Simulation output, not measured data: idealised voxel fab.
This section sets out a process module, namely voxel quadruple lines.
It is cross-section cut that appears here, measuring 265 nm in width, its square cells being 5 nm in size.
A cross-section is written here as square cells arranged in a grid, and it is given in bands from the top down, each band taking up one or more rows of cells.
Top height, bottom height, nm. Materials left to right, width each, nm. Single material + "throughout" = fills band edge to edge. "blank" = empty.
Height reference: 0 = level under which incoming wafer is all one material. Lowest band: no bottom, runs on downward, e.g. "top 0, no bottom".
You'd read "30 to 40" like this: the band's top row of cells is as wide as the first number, its bottom row is as wide as the second, and going down, every row changes width by the same amount as the row before did.
No cell of the cross-section changed in a step that is given as "identical to before".
Reported under the label "Closed-off voids" are the empty spaces having no open way to the top and comprising 8 cells or more; the notation for each is width x height at distance, in which the distance is measured from the left edge and all three values are in nm.
after a step's settings: what the simulator itself notes on the step
A step's line can hold "overlay nm"; with a mask on that step, the setting says how far right of the planned place the mask lay, while a negative setting says it lay to the left.

STEPS PLANNED FOR THE PROCESS
| 1 | RECEIVE,material Si |
| 2 | CONFORMAL_DEP,material SiO2,thk nm 10 |
| 3 | DIRECTIONAL_DEP,material Ru,thk nm 15 |
| 4 | DIRECTIONAL_DEP,material polySi,thk nm 20 |
| 5 | DIRECTIONAL_DEP,material aC,thk nm 25 |
| 6 | PATTERN,tone cover,mask id MANDREL,material resist,width nm 25,thk nm 35,overlay nm 0 |
| 7 | DIRECTIONAL_ETCH,etch materials aC,depth nm 25 |
| 8 | STRIP,etch materials resist |
| 9 | CONFORMAL_DEP,material SiO2,thk nm 15 |
| 10 | DIRECTIONAL_ETCH,etch materials SiO2,depth nm 15 |
| 11 | STRIP,etch materials aC |
| 12 | DIRECTIONAL_ETCH,etch materials polySi,depth nm 20 |
| 13 | STRIP,etch materials SiO2 |
| 14 | CONFORMAL_DEP,material SiN,thk nm 5 |
| 15 | DIRECTIONAL_ETCH,etch materials SiN,depth nm 5 |
| 16 | STRIP,etch materials polySi |
| 17 | DIRECTIONAL_ETCH,etch materials Ru,depth nm 15 |
| 18 | STRIP,etch materials SiN |

BELOW: THE FIRST OF TWO WAFERS, RUN AS PLANNED

INCOMING WAFER, CROSS-SECTIONAL VIEW, POST STEP 1
* top 0, no bottom | Si throughout
* Closed-off voids: none

THE WAFER, SEEN IN CROSS-SECTION, AFTER STEP 2
* top 10, bottom 0 | SiO2 throughout
* At heights below 0, the structure remains unaltered.

THE WAFER, SEEN IN CROSS-SECTION, AFTER STEP 3
* top 25, bottom 10 | Ru throughout
* At heights below 10, the structure remains unaltered.

THE WAFER, SEEN IN CROSS-SECTION, AFTER STEP 4
* top 45, bottom 25 | polySi throughout
* At heights below 25, the structure remains unaltered.

THE WAFER, SEEN IN CROSS-SECTION, AFTER STEP 5
* top 70, bottom 45 | aC throughout
* At heights below 45, the structure remains unaltered.

THE WAFER, SEEN IN CROSS-SECTION, AFTER STEP 6
* top 105, bottom 70 | 120 of blank / 25 of resist / 120 of blank
* At heights below 70, the structure remains unaltered.

THE WAFER, SEEN IN CROSS-SECTION, AFTER STEP 7
* top 80, bottom 70 | 120 of blank / 25 of resist / 120 of blank
* top 70, bottom 45 | 120 of blank / 25 of aC / 120 of blank
* At heights below 45, the structure remains unaltered.

THE WAFER, SEEN IN CROSS-SECTION, AFTER STEP 8
* top 70, bottom 45 | 120 of blank / 25 of aC / 120 of blank
* At heights below 45, the structure remains unaltered.

THE WAFER, SEEN IN CROSS-SECTION, AFTER STEP 9
* top 85, bottom 70 | 105 of blank / 55 of SiO2 / 105 of blank
* top 70, bottom 60 | 105 of blank / 15 of SiO2 / 25 of aC / 15 of SiO2 / 105 of blank
* top 60, bottom 45 | 120 of SiO2 / 25 of aC / 120 of SiO2
* At heights below 45, the structure remains unaltered.

THE WAFER, SEEN IN CROSS-SECTION, AFTER STEP 10
* top 70, bottom 45 | 105 of blank / 15 of SiO2 / 25 of aC / 15 of SiO2 / 105 of blank
* At heights below 45, the structure remains unaltered.

THE WAFER, SEEN IN CROSS-SECTION, AFTER STEP 11
* top 70, bottom 45 | 105 of blank / 15 of SiO2 / 25 of blank / 15 of SiO2 / 105 of blank
* At heights below 45, the structure remains unaltered.

THE WAFER, SEEN IN CROSS-SECTION, AFTER STEP 12
* top 70, bottom 45 | 105 of blank / 15 of SiO2 / 25 of blank / 15 of SiO2 / 105 of blank
* top 45, bottom 25 | 105 of blank / 15 of polySi / 25 of blank / 15 of polySi / 105 of blank
* At heights below 25, the structure remains unaltered.

THE WAFER, SEEN IN CROSS-SECTION, AFTER STEP 13
* top 45, bottom 25 | 105 of blank / 15 of polySi / 25 of blank / 15 of polySi / 105 of blank
* At heights below 25, the structure remains unaltered.

THE WAFER, SEEN IN CROSS-SECTION, AFTER STEP 14
* top 50, bottom 45 | 100 of blank / 25 of SiN / 15 of blank / 25 of SiN / 100 of blank
* top 45, bottom 30 | 100 of blank / 5 of SiN / 15 of polySi / 5 of SiN / 15 of blank / 5 of SiN / 15 of polySi / 5 of SiN / 100 of blank
* top 30, bottom 25 | 105 of SiN / 15 of polySi / 25 of SiN / 15 of polySi / 105 of SiN
* At heights below 25, the structure remains unaltered.

THE WAFER, SEEN IN CROSS-SECTION, AFTER STEP 15
* top 45, bottom 25 | 100 of blank / 5 of SiN / 15 of polySi / 5 of SiN / 15 of blank / 5 of SiN / 15 of polySi / 5 of SiN / 100 of blank
* At heights below 25, the structure remains unaltered.

THE WAFER, SEEN IN CROSS-SECTION, AFTER STEP 16
* top 45, bottom 25 | 100 of blank / 5 of SiN / 15 of blank / 5 of SiN / 15 of blank / 5 of SiN / 15 of blank / 5 of SiN / 100 of blank
* At heights below 25, the structure remains unaltered.

THE WAFER, SEEN IN CROSS-SECTION, AFTER STEP 17
* top 45, bottom 25 | 100 of blank / 5 of SiN / 15 of blank / 5 of SiN / 15 of blank / 5 of SiN / 15 of blank / 5 of SiN / 100 of blank
* top 25, bottom 10 | 100 of blank / 5 of Ru / 15 of blank / 5 of Ru / 15 of blank / 5 of Ru / 15 of blank / 5 of Ru / 100 of blank
* At heights below 10, the structure remains unaltered.

THE WAFER, SEEN IN CROSS-SECTION, AFTER STEP 18
* top 25, bottom 10 | 100 of blank / 5 of Ru / 15 of blank / 5 of Ru / 15 of blank / 5 of Ru / 15 of blank / 5 of Ru / 100 of blank
* At heights below 10, the structure remains unaltered.

SECOND OF TWO: SAME START, SAME PLAN, ONE RUN ERROR; STEPS UP TO AND INCLUDING 5 MATCH THE FIRST

LOOK AT THE SECOND WAFER IN CROSS-SECTION AT THE TIME STEP 6 OUGHT TO HAVE FINISHED
* top 105, bottom 70 | 115 of blank / 35 of resist / 115 of blank
* At heights below 70, the structure remains unaltered.

LOOK AT THE SECOND WAFER IN CROSS-SECTION AT THE TIME STEP 7 OUGHT TO HAVE FINISHED
* top 80, bottom 70 | 115 of blank / 35 of resist / 115 of blank
* top 70, bottom 45 | 115 of blank / 35 of aC / 115 of blank
* At heights below 45, the structure remains unaltered.

LOOK AT THE SECOND WAFER IN CROSS-SECTION AT THE TIME STEP 8 OUGHT TO HAVE FINISHED
* top 70, bottom 45 | 115 of blank / 35 of aC / 115 of blank
* At heights below 45, the structure remains unaltered.

LOOK AT THE SECOND WAFER IN CROSS-SECTION AT THE TIME STEP 9 OUGHT TO HAVE FINISHED
* top 85, bottom 70 | 100 of blank / 65 of SiO2 / 100 of blank
* top 70, bottom 60 | 100 of blank / 15 of SiO2 / 35 of aC / 15 of SiO2 / 100 of blank
* top 60, bottom 45 | 115 of SiO2 / 35 of aC / 115 of SiO2
* At heights below 45, the structure remains unaltered.

LOOK AT THE SECOND WAFER IN CROSS-SECTION AT THE TIME STEP 10 OUGHT TO HAVE FINISHED
* top 70, bottom 45 | 100 of blank / 15 of SiO2 / 35 of aC / 15 of SiO2 / 100 of blank
* At heights below 45, the structure remains unaltered.

LOOK AT THE SECOND WAFER IN CROSS-SECTION AT THE TIME STEP 11 OUGHT TO HAVE FINISHED
* top 70, bottom 45 | 100 of blank / 15 of SiO2 / 35 of blank / 15 of SiO2 / 100 of blank
* At heights below 45, the structure remains unaltered.

LOOK AT THE SECOND WAFER IN CROSS-SECTION AT THE TIME STEP 12 OUGHT TO HAVE FINISHED
* top 70, bottom 45 | 100 of blank / 15 of SiO2 / 35 of blank / 15 of SiO2 / 100 of blank
* top 45, bottom 25 | 100 of blank / 15 of polySi / 35 of blank / 15 of polySi / 100 of blank
* At heights below 25, the structure remains unaltered.

LOOK AT THE SECOND WAFER IN CROSS-SECTION AT THE TIME STEP 13 OUGHT TO HAVE FINISHED
* top 45, bottom 25 | 100 of blank / 15 of polySi / 35 of blank / 15 of polySi / 100 of blank
* At heights below 25, the structure remains unaltered.

LOOK AT THE SECOND WAFER IN CROSS-SECTION AT THE TIME STEP 14 OUGHT TO HAVE FINISHED
* top 50, bottom 45 | 95 of blank / 25 of SiN / 25 of blank / 25 of SiN / 95 of blank
* top 45, bottom 30 | 95 of blank / 5 of SiN / 15 of polySi / 5 of SiN / 25 of blank / 5 of SiN / 15 of polySi / 5 of SiN / 95 of blank
* top 30, bottom 25 | 100 of SiN / 15 of polySi / 35 of SiN / 15 of polySi / 100 of SiN
* At heights below 25, the structure remains unaltered.

LOOK AT THE SECOND WAFER IN CROSS-SECTION AT THE TIME STEP 15 OUGHT TO HAVE FINISHED
* top 45, bottom 25 | 95 of blank / 5 of SiN / 15 of polySi / 5 of SiN / 25 of blank / 5 of SiN / 15 of polySi / 5 of SiN / 95 of blank
* At heights below 25, the structure remains unaltered.

LOOK AT THE SECOND WAFER IN CROSS-SECTION AT THE TIME STEP 16 OUGHT TO HAVE FINISHED
* top 45, bottom 25 | 95 of blank / 5 of SiN / 15 of blank / 5 of SiN / 25 of blank / 5 of SiN / 15 of blank / 5 of SiN / 95 of blank
* At heights below 25, the structure remains unaltered.

LOOK AT THE SECOND WAFER IN CROSS-SECTION AT THE TIME STEP 17 OUGHT TO HAVE FINISHED
* top 45, bottom 25 | 95 of blank / 5 of SiN / 15 of blank / 5 of SiN / 25 of blank / 5 of SiN / 15 of blank / 5 of SiN / 95 of blank
* top 25, bottom 10 | 95 of blank / 5 of Ru / 15 of blank / 5 of Ru / 25 of blank / 5 of Ru / 15 of blank / 5 of Ru / 95 of blank
* At heights below 10, the structure remains unaltered.

LOOK AT THE SECOND WAFER IN CROSS-SECTION AT THE TIME STEP 18 OUGHT TO HAVE FINISHED
* top 25, bottom 10 | 95 of blank / 5 of Ru / 15 of blank / 5 of Ru / 25 of blank / 5 of Ru / 15 of blank / 5 of Ru / 95 of blank
* At heights below 10, the structure remains unaltered.
In executing the process, a mistake was made relative to the plan: so step 6 ended up running with a different setting than we planned, it ran as PATTERN,tone cover,mask id MANDREL,material resist,width nm 35,thk nm 35,overlay nm 0
In the final comparison it is observed that the number of cells assigned to each material is identical for the two wafers, whereas their placement is not.
